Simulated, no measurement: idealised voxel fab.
Proc. module: voxel capacitor over wiring
Shown is cross-section cut, with a width of 155 nm and square cells of size 5 nm.
This document writes a cross-section as a grid whose cells are square, and gives it as bands, listed from the top down; one or more rows of cells form a band. It is stipulated that each band's entry specify, in nanometres, the height of the top of the band and then that of its bottom, followed by the materials of the band in left-to-right sequence, each together with its width in nanometres. A single material marked by the word "edge to edge" is understood to fill the band from edge to edge; the word "blank" is understood to denote empty space. The reference from which all heights are counted is 0, the level beneath which the as-received wafer is entirely one material; the lowest band, having no lower bound, proceeds downward and is written after the example "0..down". Per-row width for "30->40": begins at first number (top row of band), ends at second number (bottom row), increment between rows held constant. "no change" after a step means that no cell of the cross-section changed. "Enclosed voids" contains a list of empty spaces, each no smaller than 8 cells and without an open way to the top, written in the form width x height at distance with the distance from the left edge and all three in nm. Note: text after step settings on the step line = simulator remark on that step. overlay nm: step with mask; distance mask lay right of planned place; negative value = left of planned place. Structure of the following material. The material consists of pairs of cross-sections. Each pair comprises the cross-section before one process step and the cross-section after that step, the latter shown only down to the lowest band that changed. The step between the cross-sections is specified beneath each pair, including its settings. Pairs are not necessarily consecutive: they may derive from different runs of this module performed on the same starting wafer. Continuity with the pair above is to be assumed only where the entry headed "Pre-step view" of the pair in question states it.

**Pre-step view**
	75..65  Cu edge to edge
	65..60  TiN=20, then Cu=20, then TiN=75, then Cu=20, then TiN=20
	60..35  SiO2=15, then TiN=5, then Cu=20, then TiN=5, then SiO2=65, then TiN=5, then Cu=20, then TiN=5, then SiO2=15
	35..30  SiCN=15, then TiN=30, then SiCN=65, then TiN=30, then SiCN=15
	30..0  SiO2 edge to edge
	0..down  Si edge to edge
	Enclosed voids: none

**Section After Processing**
	45..35  SiO2=15, then TiN=5, then Cu=20, then TiN=5, then SiO2=65, then TiN=5, then Cu=20, then TiN=5, then SiO2=15
	Whatever lies below 35 is exactly as it was before.
	Enclosed voids: none
Step between the pre-process and post-process cross-sections given above: CMP,height nm 45

Pre-step view: Please consult the pair immediately above; the cross-section it shows after its step is the state before this step.

**Section After Processing**
	50..45  SiCN edge to edge
	Whatever lies below 45 is exactly as it was before.
	Enclosed voids: none
Step between the pre-process and post-process cross-sections given above: CONFORMAL_DEP,material SiCN,thk nm 5

Pre-step view: Please consult the pair immediately above; the cross-section it shows after its step is the state before this step.

**Section After Processing**
	60..50  SiO2 edge to edge
	Whatever lies below 50 is exactly as it was before.
	Enclosed voids: none
Step between the pre-process and post-process cross-sections given above: DIRECTIONAL_DEP,material SiO2,thk nm 10

Pre-step view: Please consult the pair immediately above; the cross-section it shows after its step is the state before this step.

**Section After Processing**
	60..50  SiO2=30, then blank=15, then SiO2=110
	Whatever lies below 50 is exactly as it was before.
	Enclosed voids: none
Step between the pre-process and post-process cross-sections given above: MASKED_ETCH,tone open,mask id PLUG_1,width nm 15,etch materials SiO2,depth nm 10,overlay nm 0

Pre-step view: Please consult the pair immediately above; the cross-section it shows after its step is the state before this step.

**Section After Processing**
	60..50  SiO2=30, then blank=15, then SiO2=110
	50..45  SiCN=30, then blank=15, then SiCN=110
	Whatever lies below 45 is exactly as it was before.
	Enclosed voids: none
Step between the pre-process and post-process cross-sections given above: MASKED_ETCH,tone open,mask id PLUG_1,width nm 15,etch materials SiCN,depth nm 5,overlay nm 0

Pre-step view: Please consult the pair immediately above; the cross-section it shows after its step is the state before this step.

**Section After Processing**
	65..60  TiN=35, then blank=5, then TiN=115
	60..50  SiO2=30, then TiN=5, then blank=5, then TiN=5, then SiO2=110
	50..45  SiCN=30, then TiN=15, then SiCN=110
	Whatever lies below 45 is exactly as it was before.
	Enclosed voids: none
Step between the pre-process and post-process cross-sections given above: CONFORMAL_DEP,material TiN,thk nm 5

Pre-step view: Please consult the pair immediately above; the cross-section it shows after its step is the state before this step.

**Section After Processing**
	75..65  W edge to edge
	65..60  TiN=35, then W=5, then TiN=115
	60..50  SiO2=30, then TiN=5, then W=5, then TiN=5, then SiO2=110
	Whatever lies below 50 is exactly as it was before.
	Enclosed voids: none
Step between the pre-process and post-process cross-sections given above: FILL_DEP,material W,thk nm 10

Pre-step view: Please consult the pair immediately above; the cross-section it shows after its step is the state before this step.

**Section After Processing**
	60..50  SiO2=30, then TiN=5, then W=5, then TiN=5, then SiO2=110
	Whatever lies below 50 is exactly as it was before.
	Enclosed voids: none
Step between the pre-process and post-process cross-sections given above: CMP,height nm 60

Pre-step view: Please consult the pair immediately above; the cross-section it shows after its step is the state before this step.

**Section After Processing**
	70..60  TiN edge to edge
	Whatever lies below 60 is exactly as it was before.
	Enclosed voids: none
Step between the pre-process and post-process cross-sections given above: DIRECTIONAL_DEP,material TiN,thk nm 10

Pre-step view: Please consult the pair immediately above; the cross-section it shows after its step is the state before this step.

**Section After Processing**
	75..70  HfO2 edge to edge
	Whatever lies below 70 is exactly as it was before.
	Enclosed voids: none
Step between the pre-process and post-process cross-sections given above: DIRECTIONAL_DEP,material HfO2,thk nm 5

Pre-step view: Please consult the pair immediately above; the cross-section it shows after its step is the state before this step.

**Section After Processing**
	85..75  TiN edge to edge
	Whatever lies below 75 is exactly as it was before.
	Enclosed voids: none
Step between the pre-process and post-process cross-sections given above: DIRECTIONAL_DEP,material TiN,thk nm 10

Pre-step view: Please consult the pair immediately above; the cross-section it shows after its step is the state before this step.

**Section After Processing**
	100..85  blank=30, then resist=70, then blank=55
	Whatever lies below 85 is exactly as it was before.
	Enclosed voids: none
Step between the pre-process and post-process cross-sections given above: PATTERN,tone cover,mask id UPPER_PLATE,material resist,width nm 70,thk nm 15,overlay nm 0

Pre-step view: Please consult the pair immediately above; the cross-section it shows after its step is the state before this step.

**Section After Processing**
	100..85  blank=30, then resist=70, then blank=55
	85..75  blank=30, then TiN=70, then blank=55
	Whatever lies below 75 is exactly as it was before.
	Enclosed voids: none
Step between the pre-process and post-process cross-sections given above: DIRECTIONAL_ETCH,etch materials TiN,depth nm 10

Pre-step view: Please consult the pair immediately above; the cross-section it shows after its step is the state before this step.

**Section After Processing**
	100..85  blank=30, then resist=70, then blank=55
	85..75  blank=30, then TiN=70, then blank=55
	75..70  blank=30, then HfO2=70, then blank=55
	Whatever lies below 70 is exactly as it was before.
	Enclosed voids: none
Step between the pre-process and post-process cross-sections given above: DIRECTIONAL_ETCH,etch materials HfO2,depth nm 5

Pre-step view: Please consult the pair immediately above; the cross-section it shows after its step is the state before this step.

**Section After Processing**
	85..75  blank=30, then TiN=70, then blank=55
	Whatever lies below 75 is exactly as it was before.
	Enclosed voids: none
Step between the pre-process and post-process cross-sections given above: STRIP,etch materials resist

Pre-step view: Please consult the pair immediately above; the cross-section it shows after its step is the state before this step.

**Section After Processing**
	95..85  blank=30, then aC=70, then blank=55
	85..80  blank=30, then TiN=70, then blank=55
	80..75  aC=30, then TiN=70, then aC=55
	75..70  aC=30, then HfO2=70, then aC=55
	Whatever lies below 70 is exactly as it was before.
	Enclosed voids: none
Step between the pre-process and post-process cross-sections given above: DIRECTIONAL_DEP,material aC,thk nm 10

Pre-step view: Please consult the pair immediately above; the cross-section it shows after its step is the state before this step.

**Section After Processing**
	120..95  blank=25, then resist=80, then blank=50
	95..85  blank=25, then resist=5, then aC=70, then resist=5, then blank=50
	85..80  blank=25, then resist=5, then TiN=70, then resist=5, then blank=50
	Whatever lies below 80 is exactly as it was before.
	Enclosed voids: none
Step between the pre-process and post-process cross-sections given above: PATTERN,tone cover,mask id LOWER_PLATE,material resist,width nm 80,thk nm 25,overlay nm 0

Pre-step view: Please consult the pair immediately above; the cross-section it shows after its step is the state before this step.

**Section After Processing**
	110..95  blank=25, then resist=80, then blank=50
	95..85  blank=25, then resist=5, then aC=70, then resist=5, then blank=50
	85..80  blank=25, then resist=5, then TiN=70, then resist=5, then blank=50
	80..75  blank=25, then aC=5, then TiN=70, then aC=5, then blank=50
	75..70  blank=25, then aC=5, then HfO2=70, then aC=5, then blank=50
	Whatever lies below 70 is exactly as it was before.
	Enclosed voids: none
Step between the pre-process and post-process cross-sections given above: DIRECTIONAL_ETCH,etch materials aC,depth nm 10

Pre-step view: Please consult the pair immediately above; the cross-section it shows after its step is the state before this step.

**Section After Processing**
	95..85  blank=30, then aC=70, then blank=55
	85..80  blank=30, then TiN=70, then blank=55
	Whatever lies below 80 is exactly as it was before.
	Enclosed voids: none
Step between the pre-process and post-process cross-sections given above: STRIP,etch materials resist

Pre-step view: Please consult the pair immediately above; the cross-section it shows after its step is the state before this step.

**Section After Processing**
	95..85  blank=30, then aC=70, then blank=55
	85..80  blank=30, then TiN=70, then blank=55
	80..75  blank=25, then aC=5, then TiN=70, then aC=5, then blank=50
	75..70  blank=25, then aC=5, then HfO2=70, then aC=5, then blank=50
	70..60  blank=25, then TiN=80, then blank=50
	Whatever lies below 60 is exactly as it was before.
	Enclosed voids: none
Step between the pre-process and post-process cross-sections given above: DIRECTIONAL_ETCH,etch materials TiN,depth nm 10

Pre-step view: Please consult the pair immediately above; the cross-section it shows after its step is the state before this step.

**Section After Processing**
	85..75  blank=30, then TiN=70, then blank=55
	75..70  blank=30, then HfO2=70, then blank=55
	Whatever lies below 70 is exactly as it was before.
	Enclosed voids: none
Step between the pre-process and post-process cross-sections given above: STRIP,etch materials aC

Pre-step view: Please consult the pair immediately above; the cross-section it shows after its step is the state before this step.

**Section After Processing**
	105..85  SiO2 edge to edge
	85..75  SiO2=30, then TiN=70, then SiO2=55
	75..70  SiO2=30, then HfO2=70, then SiO2=55
	70..60  SiO2=25, then TiN=80, then SiO2=50
	Whatever lies below 60 is exactly as it was before.
	Enclosed voids: none
Step between the pre-process and post-process cross-sections given above: FILL_DEP,material SiO2,thk nm 20

Pre-step view: Please consult the pair immediately above; the cross-section it shows after its step is the state before this step.

**Section After Processing**
	100..85  SiO2 edge to edge
	Whatever lies below 85 is exactly as it was before.
	Enclosed voids: none
Step between the pre-process and post-process cross-sections given above: CMP,height nm 100

Pre-step view: Please consult the pair immediately above; the cross-section it shows after its step is the state before this step.

**Section After Processing**
	100..85  SiO2=40, then blank=15, then SiO2=100
	Whatever lies below 85 is exactly as it was before.
	Enclosed voids: none
Step between the pre-process and post-process cross-sections given above: MASKED_ETCH,tone open,mask id PLUG_2,width nm 15,etch materials SiO2,depth nm 15,overlay nm 0

Pre-step view: Please consult the pair immediately above; the cross-section it shows after its step is the state before this step.

**Section After Processing**
	105..100  TiN=45, then blank=5, then TiN=105
	100..90  SiO2=40, then TiN=5, then blank=5, then TiN=5, then SiO2=100
	90..85  SiO2=40, then TiN=15, then SiO2=100
	Whatever lies below 85 is exactly as it was before.
	Enclosed voids: none
Step between the pre-process and post-process cross-sections given above: CONFORMAL_DEP,material TiN,thk nm 5

Pre-step view: Please consult the pair immediately above; the cross-section it shows after its step is the state before this step.

**Section After Processing**
	115..105  Ru edge to edge
	105..100  TiN=45, then Ru=5, then TiN=105
	100..90  SiO2=40, then TiN=5, then Ru=5, then TiN=5, then SiO2=100
	Whatever lies below 90 is exactly as it was before.
	Enclosed voids: none
Step between the pre-process and post-process cross-sections given above: FILL_DEP,material Ru,thk nm 10

Pre-step view: Please consult the pair immediately above; the cross-section it shows after its step is the state before this step.

**Section After Processing**
	100..90  SiO2=40, then TiN=5, then Ru=5, then TiN=5, then SiO2=100
	Whatever lies below 90 is exactly as it was before.
	Enclosed voids: none
Step between the pre-process and post-process cross-sections given above: CMP,height nm 100

Pre-step view: Please consult the pair immediately above; the cross-section it shows after its step is the state before this step.

**Section After Processing**
	105..100  SiCN edge to edge
	Whatever lies below 100 is exactly as it was before.
	Enclosed voids: none
Step between the pre-process and post-process cross-sections given above: CONFORMAL_DEP,material SiCN,thk nm 5

**Pre-step view**
	15..0  SiO2 edge to edge
	0..down  Si edge to edge
	Enclosed voids: none

**Section After Processing**
	40..0  SiO2 edge to edge
	Whatever lies below 0 is exactly as it was before.
	Enclosed voids: none
Step between the pre-process and post-process cross-sections given above: DIRECTIONAL_DEP,material SiO2,thk nm 25

Pre-step view: Please consult the pair immediately above; the cross-section it shows after its step is the state before this step.

**Section After Processing**
	45..40  SiCN edge to edge
	Whatever lies below 40 is exactly as it was before.
	Enclosed voids: none
Step between the pre-process and post-process cross-sections given above: CONFORMAL_DEP,material SiCN,thk nm 5

Pre-step view: Please consult the pair immediately above; the cross-section it shows after its step is the state before this step.

**Section After Processing**
	55..45  aC edge to edge
	Whatever lies below 45 is exactly as it was before.
	Enclosed voids: none
Step between the pre-process and post-process cross-sections given above: DIRECTIONAL_DEP,material aC,thk nm 10

Pre-step view: Please consult the pair immediately above; the cross-section it shows after its step is the state before this step.

**Section After Processing**
	85..55  resist=15, then blank=30, then resist=65, then blank=30, then resist=15
	Whatever lies below 55 is exactly as it was before.
	Enclosed voids: none
Step between the pre-process and post-process cross-sections given above: PATTERN,tone open,mask id METAL_1,material resist,width nm 30,pitch nm 95,thk nm 30,overlay nm 0

Pre-step view: Please consult the pair immediately above; the cross-section it shows after its step is the state before this step.

**Section After Processing**
	75..55  resist=15, then blank=30, then resist=65, then blank=30, then resist=15
	55..45  aC=15, then blank=30, then aC=65, then blank=30, then aC=15
	Whatever lies below 45 is exactly as it was before.
	Enclosed voids: none
Step between the pre-process and post-process cross-sections given above: DIRECTIONAL_ETCH,etch materials aC,depth nm 10

Pre-step view: Please consult the pair immediately above; the cross-section it shows after its step is the state before this step.

**Section After Processing**
	55..45  aC=15, then blank=30, then aC=65, then blank=30, then aC=15
	Whatever lies below 45 is exactly as it was before.
	Enclosed voids: none
Step between the pre-process and post-process cross-sections given above: STRIP,etch materials resist

Pre-step view: Please consult the pair immediately above; the cross-section it shows after its step is the state before this step.

**Section After Processing**
	55..45  aC=15, then blank=30, then aC=65, then blank=30, then aC=15
	45..40  SiCN=15, then blank=30, then SiCN=65, then blank=30, then SiCN=15
	Whatever lies below 40 is exactly as it was before.
	Enclosed voids: none
Step between the pre-process and post-process cross-sections given above: DIRECTIONAL_ETCH,etch materials SiCN,depth nm 5

Pre-step view: Please consult the pair immediately above; the cross-section it shows after its step is the state before this step.

**Section After Processing**
	45..40  SiCN=15, then blank=30, then SiCN=65, then blank=30, then SiCN=15
	Whatever lies below 40 is exactly as it was before.
	Enclosed voids: none
Step between the pre-process and post-process cross-sections given above: STRIP,etch materials aC

Pre-step view: Please consult the pair immediately above; the cross-section it shows after its step is the state before this step.

**Section After Processing**
	50..45  TiN=20, then blank=20, then TiN=75, then blank=20, then TiN=20
	45..40  SiCN=15, then TiN=30, then SiCN=65, then TiN=30, then SiCN=15
	Whatever lies below 40 is exactly as it was before.
	Enclosed voids: none
Step between the pre-process and post-process cross-sections given above: CONFORMAL_DEP,material TiN,thk nm 5

Pre-step view: Please consult the pair immediately above; the cross-section it shows after its step is the state before this step.

**Section After Processing**
	60..50  Cu edge to edge
	50..45  TiN=20, then Cu=20, then TiN=75, then Cu=20, then TiN=20
	Whatever lies below 45 is exactly as it was before.
	Enclosed voids: none
Step between the pre-process and post-process cross-sections given above: FILL_DEP,material Cu,thk nm 10

Pre-step view: Please consult the pair immediately above; the cross-section it shows after its step is the state before this step.

**Section After Processing**
	45..40  SiCN=15, then TiN=30, then SiCN=65, then TiN=30, then SiCN=15
	Whatever lies below 40 is exactly as it was before.
	Enclosed voids: none
Step between the pre-process and post-process cross-sections given above: CMP,height nm 45

Pre-step view: Please consult the pair immediately above; the cross-section it shows after its step is the state before this step.

**Section After Processing**
	50..45  SiCN edge to edge
	Whatever lies below 45 is exactly as it was before.
	Enclosed voids: none
Step between the pre-process and post-process cross-sections given above: CONFORMAL_DEP,material SiCN,thk nm 5

Pre-step view: Please consult the pair immediately above; the cross-section it shows after its step is the state before this step.

**Section After Processing**
	60..50  SiO2 edge to edge
	Whatever lies below 50 is exactly as it was before.
	Enclosed voids: none
Step between the pre-process and post-process cross-sections given above: DIRECTIONAL_DEP,material SiO2,thk nm 10

Pre-step view: Please consult the pair immediately above; the cross-section it shows after its step is the state before this step.

**Section After Processing**
	60..50  SiO2=30, then blank=15, then SiO2=110
	Whatever lies below 50 is exactly as it was before.
	Enclosed voids: none
Step between the pre-process and post-process cross-sections given above: MASKED_ETCH,tone open,mask id PLUG_1,width nm 15,etch materials SiO2,depth nm 10,overlay nm 0

Pre-step view: Please consult the pair immediately above; the cross-section it shows after its step is the state before this step.

**Section After Processing**
	60..50  SiO2=30, then blank=15, then SiO2=110
	50..45  SiCN=30, then blank=15, then SiCN=110
	Whatever lies below 45 is exactly as it was before.
	Enclosed voids: none
Step between the pre-process and post-process cross-sections given above: MASKED_ETCH,tone open,mask id PLUG_1,width nm 15,etch materials SiCN,depth nm 5,overlay nm 0

Pre-step view: Please consult the pair immediately above; the cross-section it shows after its step is the state before this step.

**Section After Processing**
	65..60  TiN=35, then blank=5, then TiN=115
	60..50  SiO2=30, then TiN=5, then blank=5, then TiN=5, then SiO2=110
	50..45  SiCN=30, then TiN=15, then SiCN=110
	Whatever lies below 45 is exactly as it was before.
	Enclosed voids: none
Step between the pre-process and post-process cross-sections given above: CONFORMAL_DEP,material TiN,thk nm 5

Pre-step view: Please consult the pair immediately above; the cross-section it shows after its step is the state before this step.

**Section After Processing**
	75..65  W edge to edge
	65..60  TiN=35, then W=5, then TiN=115
	60..50  SiO2=30, then TiN=5, then W=5, then TiN=5, then SiO2=110
	Whatever lies below 50 is exactly as it was before.
	Enclosed voids: none
Step between the pre-process and post-process cross-sections given above: FILL_DEP,material W,thk nm 10

Pre-step view: Please consult the pair immediately above; the cross-section it shows after its step is the state before this step.

**Section After Processing**
	60..50  SiO2=30, then TiN=5, then W=5, then TiN=5, then SiO2=110
	Whatever lies below 50 is exactly as it was before.
	Enclosed voids: none
Step between the pre-process and post-process cross-sections given above: CMP,height nm 60

Pre-step view: Please consult the pair immediately above; the cross-section it shows after its step is the state before this step.

**Section After Processing**
	70..60  TiN edge to edge
	Whatever lies below 60 is exactly as it was before.
	Enclosed voids: none
Step between the pre-process and post-process cross-sections given above: DIRECTIONAL_DEP,material TiN,thk nm 10

Pre-step view: Please consult the pair immediately above; the cross-section it shows after its step is the state before this step.

**Section After Processing**
	75..70  HfO2 edge to edge
	Whatever lies below 70 is exactly as it was before.
	Enclosed voids: none
Step between the pre-process and post-process cross-sections given above: DIRECTIONAL_DEP,material HfO2,thk nm 5

Pre-step view: Please consult the pair immediately above; the cross-section it shows after its step is the state before this step.

**Section After Processing**
	85..75  TiN edge to edge
	Whatever lies below 75 is exactly as it was before.
	Enclosed voids: none
Step between the pre-process and post-process cross-sections given above: DIRECTIONAL_DEP,material TiN,thk nm 10

Pre-step view: Please consult the pair immediately above; the cross-section it shows after its step is the state before this step.

**Section After Processing**
	100..85  blank=30, then resist=70, then blank=55
	Whatever lies below 85 is exactly as it was before.
	Enclosed voids: none
Step between the pre-process and post-process cross-sections given above: PATTERN,tone cover,mask id UPPER_PLATE,material resist,width nm 70,thk nm 15,overlay nm 0

Pre-step view: Please consult the pair immediately above; the cross-section it shows after its step is the state before this step.

**Section After Processing**
	100..85  blank=30, then resist=70, then blank=55
	85..75  blank=30, then TiN=70, then blank=55
	Whatever lies below 75 is exactly as it was before.
	Enclosed voids: none
Step between the pre-process and post-process cross-sections given above: DIRECTIONAL_ETCH,etch materials TiN,depth nm 10

Pre-step view: Please consult the pair immediately above; the cross-section it shows after its step is the state before this step.

**Section After Processing**
	100..85  blank=30, then resist=70, then blank=55
	85..75  blank=30, then TiN=70, then blank=55
	75..70  blank=30, then HfO2=70, then blank=55
	Whatever lies below 70 is exactly as it was before.
	Enclosed voids: none
Step between the pre-process and post-process cross-sections given above: DIRECTIONAL_ETCH,etch materials HfO2,depth nm 5

Pre-step view: Please consult the pair immediately above; the cross-section it shows after its step is the state before this step.

**Section After Processing**
	85..75  blank=30, then TiN=70, then blank=55
	Whatever lies below 75 is exactly as it was before.
	Enclosed voids: none
Step between the pre-process and post-process cross-sections given above: STRIP,etch materials resist

Pre-step view: Please consult the pair immediately above; the cross-section it shows after its step is the state before this step.

**Section After Processing**
	95..85  blank=30, then aC=70, then blank=55
	85..80  blank=30, then TiN=70, then blank=55
	80..75  aC=30, then TiN=70, then aC=55
	75..70  aC=30, then HfO2=70, then aC=55
	Whatever lies below 70 is exactly as it was before.
	Enclosed voids: none
Step between the pre-process and post-process cross-sections given above: DIRECTIONAL_DEP,material aC,thk nm 10

Pre-step view: Please consult the pair immediately above; the cross-section it shows after its step is the state before this step.

**Section After Processing**
	120..95  blank=25, then resist=80, then blank=50
	95..85  blank=25, then resist=5, then aC=70, then resist=5, then blank=50
	85..80  blank=25, then resist=5, then TiN=70, then resist=5, then blank=50
	Whatever lies below 80 is exactly as it was before.
	Enclosed voids: none
Step between the pre-process and post-process cross-sections given above: PATTERN,tone cover,mask id LOWER_PLATE,material resist,width nm 80,thk nm 25,overlay nm 0

Pre-step view: Please consult the pair immediately above; the cross-section it shows after its step is the state before this step.

**Section After Processing**
	110..95  blank=25, then resist=80, then blank=50
	95..85  blank=25, then resist=5, then aC=70, then resist=5, then blank=50
	85..80  blank=25, then resist=5, then TiN=70, then resist=5, then blank=50
	80..75  blank=25, then aC=5, then TiN=70, then aC=5, then blank=50
	75..70  blank=25, then aC=5, then HfO2=70, then aC=5, then blank=50
	Whatever lies below 70 is exactly as it was before.
	Enclosed voids: none
Step between the pre-process and post-process cross-sections given above: DIRECTIONAL_ETCH,etch materials aC,depth nm 10

Pre-step view: Please consult the pair immediately above; the cross-section it shows after its step is the state before this step.

**Section After Processing**
	95..85  blank=30, then aC=70, then blank=55
	85..80  blank=30, then TiN=70, then blank=55
	Whatever lies below 80 is exactly as it was before.
	Enclosed voids: none
Step between the pre-process and post-process cross-sections given above: STRIP,etch materials resist

Pre-step view: Please consult the pair immediately above; the cross-section it shows after its step is the state before this step.

**Section After Processing**
	95..85  blank=30, then aC=70, then blank=55
	85..80  blank=30, then TiN=70, then blank=55
	80..75  blank=25, then aC=5, then TiN=70, then aC=5, then blank=50
	75..70  blank=25, then aC=5, then HfO2=70, then aC=5, then blank=50
	70..60  blank=25, then TiN=80, then blank=50
	Whatever lies below 60 is exactly as it was before.
	Enclosed voids: none
Step between the pre-process and post-process cross-sections given above: DIRECTIONAL_ETCH,etch materials TiN,depth nm 10

Pre-step view: Please consult the pair immediately above; the cross-section it shows after its step is the state before this step.

**Section After Processing**
	85..75  blank=30, then TiN=70, then blank=55
	75..70  blank=30, then HfO2=70, then blank=55
	Whatever lies below 70 is exactly as it was before.
	Enclosed voids: none
Step between the pre-process and post-process cross-sections given above: STRIP,etch materials aC

Pre-step view: Please consult the pair immediately above; the cross-section it shows after its step is the state before this step.

**Section After Processing**
	105..85  SiO2 edge to edge
	85..75  SiO2=30, then TiN=70, then SiO2=55
	75..70  SiO2=30, then HfO2=70, then SiO2=55
	70..60  SiO2=25, then TiN=80, then SiO2=50
	Whatever lies below 60 is exactly as it was before.
	Enclosed voids: none
Step between the pre-process and post-process cross-sections given above: FILL_DEP,material SiO2,thk nm 20

Pre-step view: Please consult the pair immediately above; the cross-section it shows after its step is the state before this step.

**Section After Processing**
	100..85  SiO2 edge to edge
	Whatever lies below 85 is exactly as it was before.
	Enclosed voids: none
Step between the pre-process and post-process cross-sections given above: CMP,height nm 100

Pre-step view: Please consult the pair immediately above; the cross-section it shows after its step is the state before this step.

**Section After Processing**
	100..85  SiO2=40, then blank=15, then SiO2=100
	Whatever lies below 85 is exactly as it was before.
	Enclosed voids: none
Step between the pre-process and post-process cross-sections given above: MASKED_ETCH,tone open,mask id PLUG_2,width nm 15,etch materials SiO2,depth nm 15,overlay nm 0

Pre-step view: Please consult the pair immediately above; the cross-section it shows after its step is the state before this step.

**Section After Processing**
	105..100  TiN=45, then blank=5, then TiN=105
	100..90  SiO2=40, then TiN=5, then blank=5, then TiN=5, then SiO2=100
	90..85  SiO2=40, then TiN=15, then SiO2=100
	Whatever lies below 85 is exactly as it was before.
	Enclosed voids: none
Step between the pre-process and post-process cross-sections given above: CONFORMAL_DEP,material TiN,thk nm 5

Pre-step view: Please consult the pair immediately above; the cross-section it shows after its step is the state before this step.

**Section After Processing**
	115..105  Ru edge to edge
	105..100  TiN=45, then Ru=5, then TiN=105
	100..90  SiO2=40, then TiN=5, then Ru=5, then TiN=5, then SiO2=100
	Whatever lies below 90 is exactly as it was before.
	Enclosed voids: none
Step between the pre-process and post-process cross-sections given above: FILL_DEP,material Ru,thk nm 10

Pre-step view: Please consult the pair immediately above; the cross-section it shows after its step is the state before this step.

**Section After Processing**
	100..90  SiO2=40, then TiN=5, then Ru=5, then TiN=5, then SiO2=100
	Whatever lies below 90 is exactly as it was before.
	Enclosed voids: none
Step between the pre-process and post-process cross-sections given above: CMP,height nm 100

Pre-step view: Please consult the pair immediately above; the cross-section it shows after its step is the state before this step.

**Section After Processing**
	105..100  SiCN edge to edge
	Whatever lies below 100 is exactly as it was before.
	Enclosed voids: none
Step between the pre-process and post-process cross-sections given above: CONFORMAL_DEP,material SiCN,thk nm 5

**Pre-step view**
	75..65  W edge to edge
	65..60  TiN=35, then W=5, then TiN=115
	60..50  SiO2=30, then TiN=5, then W=5, then TiN=5, then SiO2=110
	50..45  SiCN=30, then TiN=15, then SiCN=110
	45..20  SiO2=15, then TiN=5, then Cu=20, then TiN=5, then SiO2=65, then TiN=5, then Cu=20, then TiN=5, then SiO2=15
	20..15  SiCN=15, then TiN=30, then SiCN=65, then TiN=30, then SiCN=15
	15..0  SiO2 edge to edge
	0..down  Si edge to edge
	Enclosed voids: none

**Section After Processing**
	55..50  SiO2=30, then TiN=5, then W=5, then TiN=5, then SiO2=110
	Whatever lies below 50 is exactly as it was before.
	Enclosed voids: none
Step between the pre-process and post-process cross-sections given above: CMP,height nm 55

Pre-step view: Please consult the pair immediately above; the cross-section it shows after its step is the state before this step.

**Section After Processing**
	65..55  TiN edge to edge
	Whatever lies below 55 is exactly as it was before.
	Enclosed voids: none
Step between the pre-process and post-process cross-sections given above: DIRECTIONAL_DEP,material TiN,thk nm 10

Pre-step view: Please consult the pair immediately above; the cross-section it shows after its step is the state before this step.

**Section After Processing**
	70..65  HfO2 edge to edge
	Whatever lies below 65 is exactly as it was before.
	Enclosed voids: none
Step between the pre-process and post-process cross-sections given above: DIRECTIONAL_DEP,material HfO2,thk nm 5

Pre-step view: Please consult the pair immediately above; the cross-section it shows after its step is the state before this step.

**Section After Processing**
	80..70  TiN edge to edge
	Whatever lies below 70 is exactly as it was before.
	Enclosed voids: none
Step between the pre-process and post-process cross-sections given above: DIRECTIONAL_DEP,material TiN,thk nm 10

Pre-step view: Please consult the pair immediately above; the cross-section it shows after its step is the state before this step.

**Section After Processing**
	95..80  blank=30, then resist=70, then blank=55
	Whatever lies below 80 is exactly as it was before.
	Enclosed voids: none
Step between the pre-process and post-process cross-sections given above: PATTERN,tone cover,mask id UPPER_PLATE,material resist,width nm 70,thk nm 15,overlay nm 0

Pre-step view: Please consult the pair immediately above; the cross-section it shows after its step is the state before this step.

**Section After Processing**
	95..80  blank=30, then resist=70, then blank=55
	80..70  blank=30, then TiN=70, then blank=55
	Whatever lies below 70 is exactly as it was before.
	Enclosed voids: none
Step between the pre-process and post-process cross-sections given above: DIRECTIONAL_ETCH,etch materials TiN,depth nm 10

Pre-step view: Please consult the pair immediately above; the cross-section it shows after its step is the state before this step.

**Section After Processing**
	95..80  blank=30, then resist=70, then blank=55
	80..70  blank=30, then TiN=70, then blank=55
	70..65  blank=30, then HfO2=70, then blank=55
	Whatever lies below 65 is exactly as it was before.
	Enclosed voids: none
Step between the pre-process and post-process cross-sections given above: DIRECTIONAL_ETCH,etch materials HfO2,depth nm 5

Pre-step view: Please consult the pair immediately above; the cross-section it shows after its step is the state before this step.

**Section After Processing**
	80..70  blank=30, then TiN=70, then blank=55
	Whatever lies below 70 is exactly as it was before.
	Enclosed voids: none
Step between the pre-process and post-process cross-sections given above: STRIP,etch materials resist

Pre-step view: Please consult the pair immediately above; the cross-section it shows after its step is the state before this step.

**Section After Processing**
	90..80  blank=30, then aC=70, then blank=55
	80..75  blank=30, then TiN=70, then blank=55
	75..70  aC=30, then TiN=70, then aC=55
	70..65  aC=30, then HfO2=70, then aC=55
	Whatever lies below 65 is exactly as it was before.
	Enclosed voids: none
Step between the pre-process and post-process cross-sections given above: DIRECTIONAL_DEP,material aC,thk nm 10

Pre-step view: Please consult the pair immediately above; the cross-section it shows after its step is the state before this step.

**Section After Processing**
	115..90  blank=25, then resist=80, then blank=50
	90..80  blank=25, then resist=5, then aC=70, then resist=5, then blank=50
	80..75  blank=25, then resist=5, then TiN=70, then resist=5, then blank=50
	Whatever lies below 75 is exactly as it was before.
	Enclosed voids: none
Step between the pre-process and post-process cross-sections given above: PATTERN,tone cover,mask id LOWER_PLATE,material resist,width nm 80,thk nm 25,overlay nm 0

Pre-step view: Please consult the pair immediately above; the cross-section it shows after its step is the state before this step.

**Section After Processing**
	105..90  blank=25, then resist=80, then blank=50
	90..80  blank=25, then resist=5, then aC=70, then resist=5, then blank=50
	80..75  blank=25, then resist=5, then TiN=70, then resist=5, then blank=50
	75..70  blank=25, then aC=5, then TiN=70, then aC=5, then blank=50
	70..65  blank=25, then aC=5, then HfO2=70, then aC=5, then blank=50
	Whatever lies below 65 is exactly as it was before.
	Enclosed voids: none
Step between the pre-process and post-process cross-sections given above: DIRECTIONAL_ETCH,etch materials aC,depth nm 10

Pre-step view: Please consult the pair immediately above; the cross-section it shows after its step is the state before this step.

**Section After Processing**
	90..80  blank=30, then aC=70, then blank=55
	80..75  blank=30, then TiN=70, then blank=55
	Whatever lies below 75 is exactly as it was before.
	Enclosed voids: none
Step between the pre-process and post-process cross-sections given above: STRIP,etch materials resist

Pre-step view: Please consult the pair immediately above; the cross-section it shows after its step is the state before this step.

**Section After Processing**
	90..80  blank=30, then aC=70, then blank=55
	80..75  blank=30, then TiN=70, then blank=55
	75..70  blank=25, then aC=5, then TiN=70, then aC=5, then blank=50
	70..65  blank=25, then aC=5, then HfO2=70, then aC=5, then blank=50
	65..55  blank=25, then TiN=80, then blank=50
	Whatever lies below 55 is exactly as it was before.
	Enclosed voids: none
Step between the pre-process and post-process cross-sections given above: DIRECTIONAL_ETCH,etch materials TiN,depth nm 10
